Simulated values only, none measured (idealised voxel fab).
process module | voxel transistor to metal
cross-section cut | 300 nm wide | cells 5 nm
A cross-section is a grid of square cells, given in bands from the top down. A band is one or more rows of cells.
Each band's line starts with the height of the band's top and of its bottom, in nm. Then come its materials from left to right, each with its width in nm. One material with "throughout" fills the band from edge to edge. "air" is empty space.
Height 0 is the level under which the wafer as received is all one material. The lowest band goes on downwards, as in "0 down".
A width such as "30 to 40" changes by the same amount from each row of cells to the next, from the band's top row to its bottom row.
"no change" after a step means that no cell of the cross-section changed.
closed voids: empty space of 8 cells or more with no open way to the top, each as width x height at its distance from the left edge, in nm
after a step's settings: what the simulator itself notes on the step
overlay nm, on a step with a mask: how far to the right of its planned place the mask lay; to the left if negative
plan
1 op RECEIVE | material Si
2 op OXIDIZE | depth nm 5
3 op CONFORMAL_DEP | material SiN | thk nm 10
4 op MASKED_ETCH | tone cover | mask id ACTIVE | width nm 110 | pitch nm 130 | etch materials SiN | depth nm 10 | overlay nm 0
5 op MASKED_ETCH | tone cover | mask id ACTIVE | width nm 110 | pitch nm 130 | etch materials SiO2 | depth nm 5 | overlay nm 0
6 op MASKED_ETCH | tone cover | mask id ACTIVE | width nm 110 | pitch nm 130 | etch materials Si | depth nm 20 | overlay nm 0
7 op FILL_DEP | material SiO2 | thk nm 5
8 op CMP | height nm 10
9 op SELECTIVE_ETCH | etch materials SiO2 | depth nm 10
10 op STRIP | etch materials SiN
11 op SELECTIVE_ETCH | etch materials SiO2 | depth nm 5
12 op OXIDIZE | depth nm 5
13 op DIRECTIONAL_DEP | material polySi | thk nm 20
14 op DIRECTIONAL_DEP | material SiCN | thk nm 10
15 op DIRECTIONAL_DEP | material aC | thk nm 15
16 op PATTERN | tone cover | mask id GATE | material resist | width nm 30 | pitch nm 130 | thk nm 30 | overlay nm 0
17 op DIRECTIONAL_ETCH | etch materials aC | depth nm 15
18 op STRIP | etch materials resist
19 op DIRECTIONAL_ETCH | etch materials SiCN | depth nm 20
20 op DIRECTIONAL_ETCH | etch materials polySi | depth nm 30
21 op STRIP | etch materials aC
22 op CONFORMAL_DEP | material SiO2 | thk nm 5
23 op DIRECTIONAL_ETCH | etch materials SiO2 | depth nm 5
24 op CONFORMAL_DEP | material SiN | thk nm 5
25 op DIRECTIONAL_ETCH | etch materials SiN | depth nm 5
26 op DIRECTIONAL_ETCH | etch materials SiO2 | depth nm 5
27 op DIRECTIONAL_ETCH | etch materials Si | depth nm 15
28 op EPI | material SiGe | thk nm 15
29 op FILL_DEP | material SiO2 | thk nm 10
30 op CMP | height nm 15
31 op STRIP | etch materials polySi
32 op SELECTIVE_ETCH | etch materials SiO2 | depth nm 5
33 op CONFORMAL_DEP | material HfO2 | thk nm 5
34 op CONFORMAL_DEP | material TiN | thk nm 5
35 op FILL_DEP | material W | thk nm 10
36 op CMP | height nm 10
37 op DIRECTIONAL_DEP | material SiO2 | thk nm 10
38 op MASKED_ETCH | tone open | mask id CONTACT | width nm 15 | etch materials SiO2 | depth nm 30 | overlay nm 0
39 op CONFORMAL_DEP | material TiN | thk nm 5
40 op FILL_DEP | material W | thk nm 5
41 op CMP | height nm 20
42 op CONFORMAL_DEP | material SiCN | thk nm 5
43 op DIRECTIONAL_DEP | material SiO2 | thk nm 15
44 op DIRECTIONAL_DEP | material aC | thk nm 15
45 op PATTERN | tone open | mask id METAL_1 | material resist | width nm 15 | thk nm 35 | overlay nm 0
46 op DIRECTIONAL_ETCH | etch materials aC | depth nm 15
47 op STRIP | etch materials resist
48 op DIRECTIONAL_ETCH | etch materials SiO2 | depth nm 15
49 op DIRECTIONAL_ETCH | etch materials SiCN | depth nm 5
50 op STRIP | etch materials aC
51 op CONFORMAL_DEP | material TiN | thk nm 5
52 op FILL_DEP | material W | thk nm 10
53 op CMP | height nm 40
54 op CONFORMAL_DEP | material SiN | thk nm 5
first wafer, as planned
as received, after step 1
  0 down: Si throughout
  closed voids: none
after step 2
  0 to -5: SiO2 throughout
  below -5: unchanged
after step 3
  10 to 0: SiN throughout
  below 0: unchanged
after step 4
  10 to 0: air 30 | SiN 110 | air 20 | SiN 110 | air 30
  below 0: unchanged
after step 5
  10 to 0: air 30 | SiN 110 | air 20 | SiN 110 | air 30
  0 to -5: air 30 | SiO2 110 | air 20 | SiO2 110 | air 30
  below -5: unchanged
after step 6
  10 to 0: air 30 | SiN 110 | air 20 | SiN 110 | air 30
  0 to -5: air 30 | SiO2 110 | air 20 | SiO2 110 | air 30
  -5 to -25: air 30 | Si 110 | air 20 | Si 110 | air 30
  below -25: unchanged
after step 7
  15 to 10: SiO2 throughout
  10 to 0: SiO2 30 | SiN 110 | SiO2 20 | SiN 110 | SiO2 30
  0 to -5: SiO2 throughout
  -5 to -25: SiO2 30 | Si 110 | SiO2 20 | Si 110 | SiO2 30
  below -25: unchanged
after step 8
  10 to 0: SiO2 30 | SiN 110 | SiO2 20 | SiN 110 | SiO2 30
  below 0: unchanged
after step 9
  10 to 0: air 30 | SiN 110 | air 20 | SiN 110 | air 30
  below 0: unchanged
after step 10
  0 to -5: SiO2 throughout
  below -5: unchanged
after step 11
  -5 to -25: SiO2 30 | Si 110 | SiO2 20 | Si 110 | SiO2 30
  below -25: unchanged
after step 12
  -5 to -10: SiO2 throughout
  below -10: unchanged
after step 13
  15 to -5: polySi throughout
  below -5: unchanged
after step 14
  25 to 15: SiCN throughout
  below 15: unchanged
after step 15
  40 to 25: aC throughout
  below 25: unchanged
after step 16
  70 to 40: air 70 | resist 30 | air 100 | resist 30 | air 70
  below 40: unchanged
after step 17
  55 to 40: air 70 | resist 30 | air 100 | resist 30 | air 70
  40 to 25: air 70 | aC 30 | air 100 | aC 30 | air 70
  below 25: unchanged
after step 18
  40 to 25: air 70 | aC 30 | air 100 | aC 30 | air 70
  below 25: unchanged
after step 19
  40 to 25: air 70 | aC 30 | air 100 | aC 30 | air 70
  25 to 15: air 70 | SiCN 30 | air 100 | SiCN 30 | air 70
  below 15: unchanged
after step 20
  40 to 25: air 70 | aC 30 | air 100 | aC 30 | air 70
  25 to 15: air 70 | SiCN 30 | air 100 | SiCN 30 | air 70
  15 to -5: air 70 | polySi 30 | air 100 | polySi 30 | air 70
  below -5: unchanged
after step 21
  25 to 15: air 70 | SiCN 30 | air 100 | SiCN 30 | air 70
  below 15: unchanged
after step 22
  30 to 25: air 65 | SiO2 40 | air 90 | SiO2 40 | air 65
  25 to 15: air 65 | SiO2 5 | SiCN 30 | SiO2 5 | air 90 | SiO2 5 | SiCN 30 | SiO2 5 | air 65
  15 to 0: air 65 | SiO2 5 | polySi 30 | SiO2 5 | air 90 | SiO2 5 | polySi 30 | SiO2 5 | air 65
  0 to -5: SiO2 70 | polySi 30 | SiO2 100 | polySi 30 | SiO2 70
  below -5: unchanged
after step 23
  25 to 15: air 65 | SiO2 5 | SiCN 30 | SiO2 5 | air 90 | SiO2 5 | SiCN 30 | SiO2 5 | air 65
  15 to -5: air 65 | SiO2 5 | polySi 30 | SiO2 5 | air 90 | SiO2 5 | polySi 30 | SiO2 5 | air 65
  below -5: unchanged
after step 24
  30 to 25: air 60 | SiN 50 | air 80 | SiN 50 | air 60
  25 to 15: air 60 | SiN 5 | SiO2 5 | SiCN 30 | SiO2 5 | SiN 5 | air 80 | SiN 5 | SiO2 5 | SiCN 30 | SiO2 5 | SiN 5 | air 60
  15 to 0: air 60 | SiN 5 | SiO2 5 | polySi 30 | SiO2 5 | SiN 5 | air 80 | SiN 5 | SiO2 5 | polySi 30 | SiO2 5 | SiN 5 | air 60
  0 to -5: SiN 65 | SiO2 5 | polySi 30 | SiO2 5 | SiN 90 | SiO2 5 | polySi 30 | SiO2 5 | SiN 65
  below -5: unchanged
after step 25
  25 to 15: air 60 | SiN 5 | SiO2 5 | SiCN 30 | SiO2 5 | SiN 5 | air 80 | SiN 5 | SiO2 5 | SiCN 30 | SiO2 5 | SiN 5 | air 60
  15 to -5: air 60 | SiN 5 | SiO2 5 | polySi 30 | SiO2 5 | SiN 5 | air 80 | SiN 5 | SiO2 5 | polySi 30 | SiO2 5 | SiN 5 | air 60
  below -5: unchanged
after step 26
  25 to 20: air 60 | SiN 5 | air 5 | SiCN 30 | air 5 | SiN 5 | air 80 | SiN 5 | air 5 | SiCN 30 | air 5 | SiN 5 | air 60
  20 to 15: air 60 | SiN 5 | SiO2 5 | SiCN 30 | SiO2 5 | SiN 5 | air 80 | SiN 5 | SiO2 5 | SiCN 30 | SiO2 5 | SiN 5 | air 60
  15 to -5: air 60 | SiN 5 | SiO2 5 | polySi 30 | SiO2 5 | SiN 5 | air 80 | SiN 5 | SiO2 5 | polySi 30 | SiO2 5 | SiN 5 | air 60
  -5 to -10: air 60 | SiO2 50 | air 80 | SiO2 50 | air 60
  below -10: unchanged
after step 27
  25 to 20: air 60 | SiN 5 | air 5 | SiCN 30 | air 5 | SiN 5 | air 80 | SiN 5 | air 5 | SiCN 30 | air 5 | SiN 5 | air 60
  20 to 15: air 60 | SiN 5 | SiO2 5 | SiCN 30 | SiO2 5 | SiN 5 | air 80 | SiN 5 | SiO2 5 | SiCN 30 | SiO2 5 | SiN 5 | air 60
  15 to -5: air 60 | SiN 5 | SiO2 5 | polySi 30 | SiO2 5 | SiN 5 | air 80 | SiN 5 | SiO2 5 | polySi 30 | SiO2 5 | SiN 5 | air 60
  -5 to -10: air 60 | SiO2 50 | air 80 | SiO2 50 | air 60
  -10 to -25: SiO2 30 | air 30 | Si 50 | air 30 | SiO2 20 | air 30 | Si 50 | air 30 | SiO2 30
  below -25: unchanged
after step 28
  25 to 20: air 60 | SiN 5 | air 5 | SiCN 30 | air 5 | SiN 5 | air 80 | SiN 5 | air 5 | SiCN 30 | air 5 | SiN 5 | air 60
  20 to 15: air 60 | SiN 5 | SiO2 5 | SiCN 30 | SiO2 5 | SiN 5 | air 80 | SiN 5 | SiO2 5 | SiCN 30 | SiO2 5 | SiN 5 | air 60
  15 to 5: air 60 | SiN 5 | SiO2 5 | polySi 30 | SiO2 5 | SiN 5 | air 80 | SiN 5 | SiO2 5 | polySi 30 | SiO2 5 | SiN 5 | air 60
  5 to -5: air 45 | SiGe 15 | SiN 5 | SiO2 5 | polySi 30 | SiO2 5 | SiN 5 | SiGe 15 | air 50 | SiGe 15 | SiN 5 | SiO2 5 | polySi 30 | SiO2 5 | SiN 5 | SiGe 15 | air 45
  -5 to -10: air 45 | SiGe 15 | SiO2 50 | SiGe 15 | air 50 | SiGe 15 | SiO2 50 | SiGe 15 | air 45
  -10 to -25: SiO2 30 | SiGe 30 | Si 50 | SiGe 30 | SiO2 20 | SiGe 30 | Si 50 | SiGe 30 | SiO2 30
  below -25: unchanged
after step 29
  35 to 25: SiO2 throughout
  25 to 15: SiO2 60 | SiN 5 | SiO2 5 | SiCN 30 | SiO2 5 | SiN 5 | SiO2 80 | SiN 5 | SiO2 5 | SiCN 30 | SiO2 5 | SiN 5 | SiO2 60
  15 to 5: SiO2 60 | SiN 5 | SiO2 5 | polySi 30 | SiO2 5 | SiN 5 | SiO2 80 | SiN 5 | SiO2 5 | polySi 30 | SiO2 5 | SiN 5 | SiO2 60
  5 to -5: SiO2 45 | SiGe 15 | SiN 5 | SiO2 5 | polySi 30 | SiO2 5 | SiN 5 | SiGe 15 | SiO2 50 | SiGe 15 | SiN 5 | SiO2 5 | polySi 30 | SiO2 5 | SiN 5 | SiGe 15 | SiO2 45
  -5 to -10: SiO2 45 | SiGe 15 | SiO2 50 | SiGe 15 | SiO2 50 | SiGe 15 | SiO2 50 | SiGe 15 | SiO2 45
  below -10: unchanged
after step 30
  15 to 5: SiO2 60 | SiN 5 | SiO2 5 | polySi 30 | SiO2 5 | SiN 5 | SiO2 80 | SiN 5 | SiO2 5 | polySi 30 | SiO2 5 | SiN 5 | SiO2 60
  below 5: unchanged
after step 31
  15 to 5: SiO2 60 | SiN 5 | SiO2 5 | air 30 | SiO2 5 | SiN 5 | SiO2 80 | SiN 5 | SiO2 5 | air 30 | SiO2 5 | SiN 5 | SiO2 60
  5 to -5: SiO2 45 | SiGe 15 | SiN 5 | SiO2 5 | air 30 | SiO2 5 | SiN 5 | SiGe 15 | SiO2 50 | SiGe 15 | SiN 5 | SiO2 5 | air 30 | SiO2 5 | SiN 5 | SiGe 15 | SiO2 45
  below -5: unchanged
after step 32
  15 to 10: air 60 | SiN 5 | air 40 | SiN 5 | air 80 | SiN 5 | air 40 | SiN 5 | air 60
  10 to 5: SiO2 60 | SiN 5 | air 40 | SiN 5 | SiO2 80 | SiN 5 | air 40 | SiN 5 | SiO2 60
  5 to -5: SiO2 45 | SiGe 15 | SiN 5 | air 40 | SiN 5 | SiGe 15 | SiO2 50 | SiGe 15 | SiN 5 | air 40 | SiN 5 | SiGe 15 | SiO2 45
  -5 to -10: SiO2 45 | SiGe 15 | SiO2 5 | air 40 | SiO2 5 | SiGe 15 | SiO2 50 | SiGe 15 | SiO2 5 | air 40 | SiO2 5 | SiGe 15 | SiO2 45
  below -10: unchanged
after step 33
  20 to 15: air 55 | HfO2 15 | air 30 | HfO2 15 | air 70 | HfO2 15 | air 30 | HfO2 15 | air 55
  15 to 10: HfO2 60 | SiN 5 | HfO2 5 | air 30 | HfO2 5 | SiN 5 | HfO2 80 | SiN 5 | HfO2 5 | air 30 | HfO2 5 | SiN 5 | HfO2 60
  10 to 5: SiO2 60 | SiN 5 | HfO2 5 | air 30 | HfO2 5 | SiN 5 | SiO2 80 | SiN 5 | HfO2 5 | air 30 | HfO2 5 | SiN 5 | SiO2 60
  5 to -5: SiO2 45 | SiGe 15 | SiN 5 | HfO2 5 | air 30 | HfO2 5 | SiN 5 | SiGe 15 | SiO2 50 | SiGe 15 | SiN 5 | HfO2 5 | air 30 | HfO2 5 | SiN 5 | SiGe 15 | SiO2 45
  -5 to -10: SiO2 45 | SiGe 15 | SiO2 5 | HfO2 40 | SiO2 5 | SiGe 15 | SiO2 50 | SiGe 15 | SiO2 5 | HfO2 40 | SiO2 5 | SiGe 15 | SiO2 45
  below -10: unchanged
after step 34
  25 to 20: air 50 | TiN 25 | air 20 | TiN 25 | air 60 | TiN 25 | air 20 | TiN 25 | air 50
  20 to 15: TiN 55 | HfO2 15 | TiN 5 | air 20 | TiN 5 | HfO2 15 | TiN 70 | HfO2 15 | TiN 5 | air 20 | TiN 5 | HfO2 15 | TiN 55
  15 to 10: HfO2 60 | SiN 5 | HfO2 5 | TiN 5 | air 20 | TiN 5 | HfO2 5 | SiN 5 | HfO2 80 | SiN 5 | HfO2 5 | TiN 5 | air 20 | TiN 5 | HfO2 5 | SiN 5 | HfO2 60
  10 to 5: SiO2 60 | SiN 5 | HfO2 5 | TiN 5 | air 20 | TiN 5 | HfO2 5 | SiN 5 | SiO2 80 | SiN 5 | HfO2 5 | TiN 5 | air 20 | TiN 5 | HfO2 5 | SiN 5 | SiO2 60
  5 to 0: SiO2 45 | SiGe 15 | SiN 5 | HfO2 5 | TiN 5 | air 20 | TiN 5 | HfO2 5 | SiN 5 | SiGe 15 | SiO2 50 | SiGe 15 | SiN 5 | HfO2 5 | TiN 5 | air 20 | TiN 5 | HfO2 5 | SiN 5 | SiGe 15 | SiO2 45
  0 to -5: SiO2 45 | SiGe 15 | SiN 5 | HfO2 5 | TiN 30 | HfO2 5 | SiN 5 | SiGe 15 | SiO2 50 | SiGe 15 | SiN 5 | HfO2 5 | TiN 30 | HfO2 5 | SiN 5 | SiGe 15 | SiO2 45
  below -5: unchanged
after step 35
  35 to 25: W throughout
  25 to 20: W 50 | TiN 25 | W 20 | TiN 25 | W 60 | TiN 25 | W 20 | TiN 25 | W 50
  20 to 15: TiN 55 | HfO2 15 | TiN 5 | W 20 | TiN 5 | HfO2 15 | TiN 70 | HfO2 15 | TiN 5 | W 20 | TiN 5 | HfO2 15 | TiN 55
  15 to 10: HfO2 60 | SiN 5 | HfO2 5 | TiN 5 | W 20 | TiN 5 | HfO2 5 | SiN 5 | HfO2 80 | SiN 5 | HfO2 5 | TiN 5 | W 20 | TiN 5 | HfO2 5 | SiN 5 | HfO2 60
  10 to 5: SiO2 60 | SiN 5 | HfO2 5 | TiN 5 | W 20 | TiN 5 | HfO2 5 | SiN 5 | SiO2 80 | SiN 5 | HfO2 5 | TiN 5 | W 20 | TiN 5 | HfO2 5 | SiN 5 | SiO2 60
  5 to 0: SiO2 45 | SiGe 15 | SiN 5 | HfO2 5 | TiN 5 | W 20 | TiN 5 | HfO2 5 | SiN 5 | SiGe 15 | SiO2 50 | SiGe 15 | SiN 5 | HfO2 5 | TiN 5 | W 20 | TiN 5 | HfO2 5 | SiN 5 | SiGe 15 | SiO2 45
  below 0: unchanged
after step 36
  10 to 5: SiO2 60 | SiN 5 | HfO2 5 | TiN 5 | W 20 | TiN 5 | HfO2 5 | SiN 5 | SiO2 80 | SiN 5 | HfO2 5 | TiN 5 | W 20 | TiN 5 | HfO2 5 | SiN 5 | SiO2 60
  below 5: unchanged
after step 37
  20 to 10: SiO2 throughout
  below 10: unchanged
after step 38
  20 to 10: SiO2 40 | air 15 | SiO2 60 | air 15 | SiO2 40 | air 15 | SiO2 60 | air 15 | SiO2 40
  10 to 5: SiO2 40 | air 15 | SiO2 5 | SiN 5 | HfO2 5 | TiN 5 | W 20 | TiN 5 | HfO2 5 | SiN 5 | SiO2 5 | air 15 | SiO2 40 | air 15 | SiO2 5 | SiN 5 | HfO2 5 | TiN 5 | W 20 | TiN 5 | HfO2 5 | SiN 5 | SiO2 5 | air 15 | SiO2 40
  5 to 0: SiO2 40 | air 5 | SiGe 15 | SiN 5 | HfO2 5 | TiN 5 | W 20 | TiN 5 | HfO2 5 | SiN 5 | SiGe 15 | air 5 | SiO2 40 | air 5 | SiGe 15 | SiN 5 | HfO2 5 | TiN 5 | W 20 | TiN 5 | HfO2 5 | SiN 5 | SiGe 15 | air 5 | SiO2 40
  0 to -5: SiO2 40 | air 5 | SiGe 15 | SiN 5 | HfO2 5 | TiN 30 | HfO2 5 | SiN 5 | SiGe 15 | air 5 | SiO2 40 | air 5 | SiGe 15 | SiN 5 | HfO2 5 | TiN 30 | HfO2 5 | SiN 5 | SiGe 15 | air 5 | SiO2 40
  -5 to -10: SiO2 40 | air 5 | SiGe 15 | SiO2 5 | HfO2 40 | SiO2 5 | SiGe 15 | air 5 | SiO2 40 | air 5 | SiGe 15 | SiO2 5 | HfO2 40 | SiO2 5 | SiGe 15 | air 5 | SiO2 40
  below -10: unchanged
after step 39
  25 to 20: TiN 45 | air 5 | TiN 70 | air 5 | TiN 50 | air 5 | TiN 70 | air 5 | TiN 45
  20 to 10: SiO2 40 | TiN 5 | air 5 | TiN 5 | SiO2 60 | TiN 5 | air 5 | TiN 5 | SiO2 40 | TiN 5 | air 5 | TiN 5 | SiO2 60 | TiN 5 | air 5 | TiN 5 | SiO2 40
  10 to 5: SiO2 40 | TiN 15 | SiO2 5 | SiN 5 | HfO2 5 | TiN 5 | W 20 | TiN 5 | HfO2 5 | SiN 5 | SiO2 5 | TiN 15 | SiO2 40 | TiN 15 | SiO2 5 | SiN 5 | HfO2 5 | TiN 5 | W 20 | TiN 5 | HfO2 5 | SiN 5 | SiO2 5 | TiN 15 | SiO2 40
  5 to 0: SiO2 40 | TiN 5 | SiGe 15 | SiN 5 | HfO2 5 | TiN 5 | W 20 | TiN 5 | HfO2 5 | SiN 5 | SiGe 15 | TiN 5 | SiO2 40 | TiN 5 | SiGe 15 | SiN 5 | HfO2 5 | TiN 5 | W 20 | TiN 5 | HfO2 5 | SiN 5 | SiGe 15 | TiN 5 | SiO2 40
  0 to -5: SiO2 40 | TiN 5 | SiGe 15 | SiN 5 | HfO2 5 | TiN 30 | HfO2 5 | SiN 5 | SiGe 15 | TiN 5 | SiO2 40 | TiN 5 | SiGe 15 | SiN 5 | HfO2 5 | TiN 30 | HfO2 5 | SiN 5 | SiGe 15 | TiN 5 | SiO2 40
  -5 to -10: SiO2 40 | TiN 5 | SiGe 15 | SiO2 5 | HfO2 40 | SiO2 5 | SiGe 15 | TiN 5 | SiO2 40 | TiN 5 | SiGe 15 | SiO2 5 | HfO2 40 | SiO2 5 | SiGe 15 | TiN 5 | SiO2 40
  below -10: unchanged
after step 40
  30 to 25: W throughout
  25 to 20: TiN 45 | W 5 | TiN 70 | W 5 | TiN 50 | W 5 | TiN 70 | W 5 | TiN 45
  20 to 10: SiO2 40 | TiN 5 | W 5 | TiN 5 | SiO2 60 | TiN 5 | W 5 | TiN 5 | SiO2 40 | TiN 5 | W 5 | TiN 5 | SiO2 60 | TiN 5 | W 5 | TiN 5 | SiO2 40
  below 10: unchanged
after step 41
  20 to 10: SiO2 40 | TiN 5 | W 5 | TiN 5 | SiO2 60 | TiN 5 | W 5 | TiN 5 | SiO2 40 | TiN 5 | W 5 | TiN 5 | SiO2 60 | TiN 5 | W 5 | TiN 5 | SiO2 40
  below 10: unchanged
after step 42
  25 to 20: SiCN throughout
  below 20: unchanged
after step 43
  40 to 25: SiO2 throughout
  below 25: unchanged
after step 44
  55 to 40: aC throughout
  below 40: unchanged
after step 45
  90 to 55: resist 40 | air 15 | resist 60 | air 15 | resist 40 | air 15 | resist 60 | air 15 | resist 40
  below 55: unchanged
after step 46
  75 to 55: resist 40 | air 15 | resist 60 | air 15 | resist 40 | air 15 | resist 60 | air 15 | resist 40
  55 to 40: aC 40 | air 15 | aC 60 | air 15 | aC 40 | air 15 | aC 60 | air 15 | aC 40
  below 40: unchanged
after step 47
  55 to 40: aC 40 | air 15 | aC 60 | air 15 | aC 40 | air 15 | aC 60 | air 15 | aC 40
  below 40: unchanged
after step 48
  55 to 40: aC 40 | air 15 | aC 60 | air 15 | aC 40 | air 15 | aC 60 | air 15 | aC 40
  40 to 25: SiO2 40 | air 15 | SiO2 60 | air 15 | SiO2 40 | air 15 | SiO2 60 | air 15 | SiO2 40
  below 25: unchanged
after step 49
  55 to 40: aC 40 | air 15 | aC 60 | air 15 | aC 40 | air 15 | aC 60 | air 15 | aC 40
  40 to 25: SiO2 40 | air 15 | SiO2 60 | air 15 | SiO2 40 | air 15 | SiO2 60 | air 15 | SiO2 40
  25 to 20: SiCN 40 | air 15 | SiCN 60 | air 15 | SiCN 40 | air 15 | SiCN 60 | air 15 | SiCN 40
  below 20: unchanged
after step 50
  40 to 25: SiO2 40 | air 15 | SiO2 60 | air 15 | SiO2 40 | air 15 | SiO2 60 | air 15 | SiO2 40
  below 25: unchanged
after step 51
  45 to 40: TiN 45 | air 5 | TiN 70 | air 5 | TiN 50 | air 5 | TiN 70 | air 5 | TiN 45
  40 to 25: SiO2 40 | TiN 5 | air 5 | TiN 5 | SiO2 60 | TiN 5 | air 5 | TiN 5 | SiO2 40 | TiN 5 | air 5 | TiN 5 | SiO2 60 | TiN 5 | air 5 | TiN 5 | SiO2 40
  25 to 20: SiCN 40 | TiN 15 | SiCN 60 | TiN 15 | SiCN 40 | TiN 15 | SiCN 60 | TiN 15 | SiCN 40
  below 20: unchanged
after step 52
  55 to 45: W throughout
  45 to 40: TiN 45 | W 5 | TiN 70 | W 5 | TiN 50 | W 5 | TiN 70 | W 5 | TiN 45
  40 to 25: SiO2 40 | TiN 5 | W 5 | TiN 5 | SiO2 60 | TiN 5 | W 5 | TiN 5 | SiO2 40 | TiN 5 | W 5 | TiN 5 | SiO2 60 | TiN 5 | W 5 | TiN 5 | SiO2 40
  below 25: unchanged
after step 53
  40 to 25: SiO2 40 | TiN 5 | W 5 | TiN 5 | SiO2 60 | TiN 5 | W 5 | TiN 5 | SiO2 40 | TiN 5 | W 5 | TiN 5 | SiO2 60 | TiN 5 | W 5 | TiN 5 | SiO2 40
  below 25: unchanged
after step 54
  45 to 40: SiN throughout
  below 40: unchanged
second wafer: like start, like plan, one mistake. Through step 42 it matches the first wafer
when step 43 should have ended
  35 to 25: SiO2 throughout
  below 25: unchanged
when step 44 should have ended
  50 to 35: aC throughout
  below 35: unchanged
when step 45 should have ended
  85 to 50: resist 40 | air 15 | resist 60 | air 15 | resist 40 | air 15 | resist 60 | air 15 | resist 40
  below 50: unchanged
when step 46 should have ended
  70 to 50: resist 40 | air 15 | resist 60 | air 15 | resist 40 | air 15 | resist 60 | air 15 | resist 40
  50 to 35: aC 40 | air 15 | aC 60 | air 15 | aC 40 | air 15 | aC 60 | air 15 | aC 40
  below 35: unchanged
when step 47 should have ended
  50 to 35: aC 40 | air 15 | aC 60 | air 15 | aC 40 | air 15 | aC 60 | air 15 | aC 40
  below 35: unchanged
when step 48 should have ended
  50 to 35: aC 40 | air 15 | aC 60 | air 15 | aC 40 | air 15 | aC 60 | air 15 | aC 40
  35 to 25: SiO2 40 | air 15 | SiO2 60 | air 15 | SiO2 40 | air 15 | SiO2 60 | air 15 | SiO2 40
  below 25: unchanged
when step 49 should have ended
  50 to 35: aC 40 | air 15 | aC 60 | air 15 | aC 40 | air 15 | aC 60 | air 15 | aC 40
  35 to 25: SiO2 40 | air 15 | SiO2 60 | air 15 | SiO2 40 | air 15 | SiO2 60 | air 15 | SiO2 40
  25 to 20: SiCN 40 | air 15 | SiCN 60 | air 15 | SiCN 40 | air 15 | SiCN 60 | air 15 | SiCN 40
  below 20: unchanged
when step 50 should have ended
  35 to 25: SiO2 40 | air 15 | SiO2 60 | air 15 | SiO2 40 | air 15 | SiO2 60 | air 15 | SiO2 40
  below 25: unchanged
when step 51 should have ended
  40 to 35: TiN 45 | air 5 | TiN 70 | air 5 | TiN 50 | air 5 | TiN 70 | air 5 | TiN 45
  35 to 25: SiO2 40 | TiN 5 | air 5 | TiN 5 | SiO2 60 | TiN 5 | air 5 | TiN 5 | SiO2 40 | TiN 5 | air 5 | TiN 5 | SiO2 60 | TiN 5 | air 5 | TiN 5 | SiO2 40
  25 to 20: SiCN 40 | TiN 15 | SiCN 60 | TiN 15 | SiCN 40 | TiN 15 | SiCN 60 | TiN 15 | SiCN 40
  below 20: unchanged
when step 52 should have ended
  50 to 40: W throughout
  40 to 35: TiN 45 | W 5 | TiN 70 | W 5 | TiN 50 | W 5 | TiN 70 | W 5 | TiN 45
  35 to 25: SiO2 40 | TiN 5 | W 5 | TiN 5 | SiO2 60 | TiN 5 | W 5 | TiN 5 | SiO2 40 | TiN 5 | W 5 | TiN 5 | SiO2 60 | TiN 5 | W 5 | TiN 5 | SiO2 40
  below 25: unchanged
when step 53 should have ended
  40 to 35: TiN 45 | W 5 | TiN 70 | W 5 | TiN 50 | W 5 | TiN 70 | W 5 | TiN 45
  below 35: unchanged
when step 54 should have ended
  45 to 40: SiN throughout
  below 40: unchanged
what went wrong: step 43 ran as: op DIRECTIONAL_DEP | material SiO2 | thk nm 10
at the end the second wafer has, in cells: 48 fewer of SiO2 | 48 more of TiN
